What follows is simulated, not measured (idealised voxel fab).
process module | voxel transistor to metal
cross-section cut | 165 nm wide | cells 5 nm
A cross-section is a grid of square cells, given in bands from the top down. A band is one or more rows of cells.
Each band's line starts with the height of the band's top and of its bottom, in nm. Then come its materials from left to right, each with its width in nm. One material with "throughout" fills the band from edge to edge. "air" is empty space.
Height 0 is the level under which the wafer as received is all one material. The lowest band goes on downwards, as in "0 down".
A width such as "30 to 40" changes by the same amount from each row of cells to the next, from the band's top row to its bottom row.
"no change" after a step means that no cell of the cross-section changed.
closed voids: empty space of 8 cells or more with no open way to the top, each as width x height at its distance from the left edge, in nm
after a step's settings: what the simulator itself notes on the step
overlay nm, on a step with a mask: how far to the right of its planned place the mask lay; to the left if negative
plan
1 op RECEIVE | material Si
2 op OXIDIZE | depth nm 5
3 op CONFORMAL_DEP | material SiN | thk nm 15
4 op DIRECTIONAL_DEP | material aC | thk nm 10
5 op PATTERN | tone cover | mask id ACTIVE | material resist | width nm 115 | thk nm 25 | overlay nm 0
6 op DIRECTIONAL_ETCH | etch materials aC | depth nm 10
7 op STRIP | etch materials resist
8 op DIRECTIONAL_ETCH | etch materials SiN | depth nm 15
9 op DIRECTIONAL_ETCH | etch materials SiO2 | depth nm 5
10 op DIRECTIONAL_ETCH | etch materials Si | depth nm 25
11 op STRIP | etch materials aC
12 op OXIDIZE | depth nm 5
13 op FILL_DEP | material SiO2 | thk nm 15
14 op CMP | height nm 15
15 op SELECTIVE_ETCH | etch materials SiO2 | depth nm 5
16 op STRIP | etch materials SiN
17 op SELECTIVE_ETCH | etch materials SiO2 | depth nm 5
18 op OXIDIZE | depth nm 5
19 op DIRECTIONAL_DEP | material polySi | thk nm 25
20 op DIRECTIONAL_DEP | material SiCN | thk nm 15
21 op PATTERN | tone cover | mask id GATE | material resist | width nm 35 | thk nm 20 | overlay nm 0
22 op DIRECTIONAL_ETCH | etch materials SiCN | depth nm 25
23 op DIRECTIONAL_ETCH | etch materials polySi | depth nm 35
24 op STRIP | etch materials resist
25 op CONFORMAL_DEP | material SiN | thk nm 5
26 op DIRECTIONAL_ETCH | etch materials SiN | depth nm 5
27 op DIRECTIONAL_ETCH | etch materials SiO2 | depth nm 5
28 op DIRECTIONAL_ETCH | etch materials Si | depth nm 15
29 op EPI | material pSi | thk nm 15
30 op FILL_DEP | material SiO2 | thk nm 10
31 op CMP | height nm 20
32 op STRIP | etch materials polySi
33 op SELECTIVE_ETCH | etch materials SiO2 | depth nm 5
34 op CONFORMAL_DEP | material HfO2 | thk nm 5
35 op CONFORMAL_DEP | material TiN | thk nm 5
36 op FILL_DEP | material W | thk nm 5
37 op CMP | height nm 15
38 op DIRECTIONAL_DEP | material SiO2 | thk nm 15
39 op DIRECTIONAL_DEP | material aC | thk nm 15
40 op PATTERN | tone open | mask id CONTACT | material resist | width nm 15 | pitch nm 80 | thk nm 35 | overlay nm 0
41 op DIRECTIONAL_ETCH | etch materials aC | depth nm 15
42 op STRIP | etch materials resist
43 op DIRECTIONAL_ETCH | etch materials SiO2 | depth nm 40
44 op STRIP | etch materials aC
45 op CONFORMAL_DEP | material TiN | thk nm 5
46 op FILL_DEP | material W | thk nm 10
47 op CMP | height nm 30
48 op CONFORMAL_DEP | material SiCN | thk nm 5
49 op DIRECTIONAL_DEP | material lowk | thk nm 20
50 op PATTERN | tone open | mask id METAL_1 | material resist | width nm 15 | pitch nm 80 | thk nm 15 | overlay nm 0
51 op DIRECTIONAL_ETCH | etch materials lowk | depth nm 20
52 op DIRECTIONAL_ETCH | etch materials SiCN | depth nm 5
53 op STRIP | etch materials resist
54 op CONFORMAL_DEP | material TiN | thk nm 5
55 op FILL_DEP | material Cu | thk nm 5
56 op CMP | height nm 55
57 op CONFORMAL_DEP | material SiCN | thk nm 5
58 op DIRECTIONAL_DEP | material SiO2 | thk nm 35
59 op PATTERN | tone open | mask id METAL_2 | material resist | width nm 15 | pitch nm 80 | thk nm 20 | overlay nm 0
60 op DIRECTIONAL_ETCH | etch materials SiO2 | depth nm 20
61 op STRIP | etch materials resist
62 op MASKED_ETCH | tone open | mask id METAL_2_HOLES | width nm 15 | pitch nm 80 | etch materials SiO2 | depth nm 15 | overlay nm -15
63 op MASKED_ETCH | tone open | mask id METAL_2_HOLES | width nm 15 | pitch nm 80 | etch materials SiCN | depth nm 5 | overlay nm 0
64 op CONFORMAL_DEP | material TiN | thk nm 5
65 op FILL_DEP | material Ru | thk nm 10
66 op CMP | height nm 95
67 op CONFORMAL_DEP | material SiCN | thk nm 5
varied across the wafers: overlay nm of step 62. The plan shows the first wafer's value. All wafers start alike
first wafer as received, after step 1
  0 down: Si throughout
  closed voids: none
each wafer at the end: cells of each material gained (+) or lost (-) since it was received, then its closed voids
overlay nm -15 | +8 Cu | +17 HfO2 | +18 Ru | -162 Si | +93 SiCN | +12 SiN | +404 SiO2 | +91 TiN | +17 W | +108 lowk | +54 pSi | closed voids: none
overlay nm -10 | +8 Cu | +17 HfO2 | +14 Ru | -162 Si | +91 SiCN | +12 SiN | +404 SiO2 | +97 TiN | +17 W | +108 lowk | +54 pSi | closed voids: none
overlay nm -5 | +8 Cu | +17 HfO2 | +10 Ru | -162 Si | +89 SiCN | +12 SiN | +404 SiO2 | +103 TiN | +17 W | +108 lowk | +54 pSi | closed voids: none
overlay nm 0 | +8 Cu | +17 HfO2 | +14 Ru | -162 Si | +87 SiCN | +12 SiN | +404 SiO2 | +101 TiN | +17 W | +108 lowk | +54 pSi | closed voids: none
overlay nm 5 | +8 Cu | +17 HfO2 | +10 Ru | -162 Si | +89 SiCN | +12 SiN | +404 SiO2 | +103 TiN | +17 W | +108 lowk | +54 pSi | closed voids: none
overlay nm 10 | +8 Cu | +17 HfO2 | +14 Ru | -162 Si | +91 SiCN | +12 SiN | +404 SiO2 | +97 TiN | +17 W | +108 lowk | +54 pSi | closed voids: none
overlay nm 15 | +8 Cu | +17 HfO2 | +18 Ru | -162 Si | +93 SiCN | +12 SiN | +404 SiO2 | +91 TiN | +17 W | +108 lowk | +54 pSi | closed voids: none
